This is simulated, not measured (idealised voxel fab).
Name of the process module below: voxel ribs on slabs
Displayed cross-section: cut, width of 255 nm, square cells sized 5 nm.
Format of a cross-section: grid, square cells. Given as bands. Order: top down. Band: one or more rows of cells.
Top height, bottom height, nm. Materials left to right, width each, nm. Single material + "edge to edge" = fills band edge to edge. "air" = empty.
All heights in this document are referenced to 0, defined as the level beneath which the wafer, as received, consists entirely of one material. The lowest band is not bounded below; it extends indefinitely downward and is written in the form "0..down".
A two-number width, for instance "30 to 40", indicates that the width is equal to the first number in the top row of the band and to the second number in the bottom row, and that it changes by a constant amount per row of cells.
Reading "remains unaltered" for a step: not a cell of the cross-section changed in it.
The entry titled "Sealed void listing" provides the empty spaces that have no open way to the top, restricted to those of 8 cells or more. Each is presented as width x height at distance, the distance being measured from the left edge, with all three in nm.
What comes after the settings on a step's line is commentary from the simulator itself on that step.
On any step carrying a mask, the "overlay nm" setting, if present on the step's line, tells how far right of its planned place the mask lay; negative values point to the left.
## Intended process steps
1) RECEIVE: material Si
2) DIRECTIONAL_DEP: material SiO2, thk nm 30
3) DIRECTIONAL_DEP: material polySi, thk nm 25
4) MASKED_ETCH: tone cover, mask id RIB, width nm 25, etch materials polySi, depth nm 15, overlay nm 0
5) MASKED_ETCH: tone cover, mask id SLAB, width nm 75, etch materials polySi, depth nm 10, overlay nm 0
6) FILL_DEP: material SiO2, thk nm 15
7) CMP: height nm 65
8) DIRECTIONAL_DEP: material TiN, thk nm 10
9) PATTERN: tone cover, mask id HEATER, material resist, width nm 35, thk nm 15, overlay nm 0
10) DIRECTIONAL_ETCH: etch materials TiN, depth nm 10
11) STRIP: etch materials resist
12) CONFORMAL_DEP: material SiO2, thk nm 5
## What follows covers the first of two wafers; it ran as planned
## Cross-section, incoming material, after step 1
* 0..down: Si edge to edge
* Sealed void listing: none
## Wafer after step 2 (cross-section)
* 30..0: SiO2 edge to edge
* Lower than 0, everything is as it was.
## Wafer after step 3 (cross-section)
* 55..30: polySi edge to edge
* Lower than 30, everything is as it was.
## Wafer after step 4 (cross-section)
* 55..40: 115 nm air, 25 nm polySi, 115 nm air
* Lower than 40, everything is as it was.
## Wafer after step 5 (cross-section)
* 55..40: 115 nm air, 25 nm polySi, 115 nm air
* 40..30: 90 nm air, 75 nm polySi, 90 nm air
* Lower than 30, everything is as it was.
## Wafer after step 6 (cross-section)
* 70..55: SiO2 edge to edge
* 55..40: 115 nm SiO2, 25 nm polySi, 115 nm SiO2
* 40..30: 90 nm SiO2, 75 nm polySi, 90 nm SiO2
* Lower than 30, everything is as it was.
## Wafer after step 7 (cross-section)
* 65..55: SiO2 edge to edge
* Lower than 55, everything is as it was.
## Wafer after step 8 (cross-section)
* 75..65: TiN edge to edge
* Lower than 65, everything is as it was.
## Wafer after step 9 (cross-section)
* 90..75: 110 nm air, 35 nm resist, 110 nm air
* Lower than 75, everything is as it was.
## Wafer after step 10 (cross-section)
* 90..75: 110 nm air, 35 nm resist, 110 nm air
* 75..65: 110 nm air, 35 nm TiN, 110 nm air
* Lower than 65, everything is as it was.
## Wafer after step 11 (cross-section)
* 75..65: 110 nm air, 35 nm TiN, 110 nm air
* Lower than 65, everything is as it was.
## Wafer after step 12 (cross-section)
* 80..75: 105 nm air, 45 nm SiO2, 105 nm air
* 75..70: 105 nm air, 5 nm SiO2, 35 nm TiN, 5 nm SiO2, 105 nm air
* 70..65: 110 nm SiO2, 35 nm TiN, 110 nm SiO2
* Lower than 65, everything is as it was.
## Here the second wafer is described. Its start and its plan were those of the first wafer. Its run contained one mistake. Up to and including step 4, it did exactly what the first wafer did
## Look at the second wafer in cross-section at the time step 5 ought to have finished
* 55..40: 115 nm air, 25 nm polySi, 115 nm air
* 40..30: 80 nm air, 75 nm polySi, 100 nm air
* Lower than 30, everything is as it was.
## Look at the second wafer in cross-section at the time step 6 ought to have finished
* 70..55: SiO2 edge to edge
* 55..40: 115 nm SiO2, 25 nm polySi, 115 nm SiO2
* 40..30: 80 nm SiO2, 75 nm polySi, 100 nm SiO2
* Lower than 30, everything is as it was.
## Look at the second wafer in cross-section at the time step 7 ought to have finished
* 65..55: SiO2 edge to edge
* Lower than 55, everything is as it was.
## Look at the second wafer in cross-section at the time step 8 ought to have finished
* 75..65: TiN edge to edge
* Lower than 65, everything is as it was.
## Look at the second wafer in cross-section at the time step 9 ought to have finished
* 90..75: 110 nm air, 35 nm resist, 110 nm air
* Lower than 75, everything is as it was.
## Look at the second wafer in cross-section at the time step 10 ought to have finished
* 90..75: 110 nm air, 35 nm resist, 110 nm air
* 75..65: 110 nm air, 35 nm TiN, 110 nm air
* Lower than 65, everything is as it was.
## Look at the second wafer in cross-section at the time step 11 ought to have finished
* 75..65: 110 nm air, 35 nm TiN, 110 nm air
* Lower than 65, everything is as it was.
## Look at the second wafer in cross-section at the time step 12 ought to have finished
* 80..75: 105 nm air, 45 nm SiO2, 105 nm air
* 75..70: 105 nm air, 5 nm SiO2, 35 nm TiN, 5 nm SiO2, 105 nm air
* 70..65: 110 nm SiO2, 35 nm TiN, 110 nm SiO2
* Lower than 65, everything is as it was.
Where did the run depart from the plan? not per plan at step 5, really ran MASKED_ETCH: tone cover, mask id SLAB, width nm 75, etch materials polySi, depth nm 10, overlay nm -10
Comparing end states, the material composition by cell count is preserved from the first wafer to the second, while the locations of the cells are not.
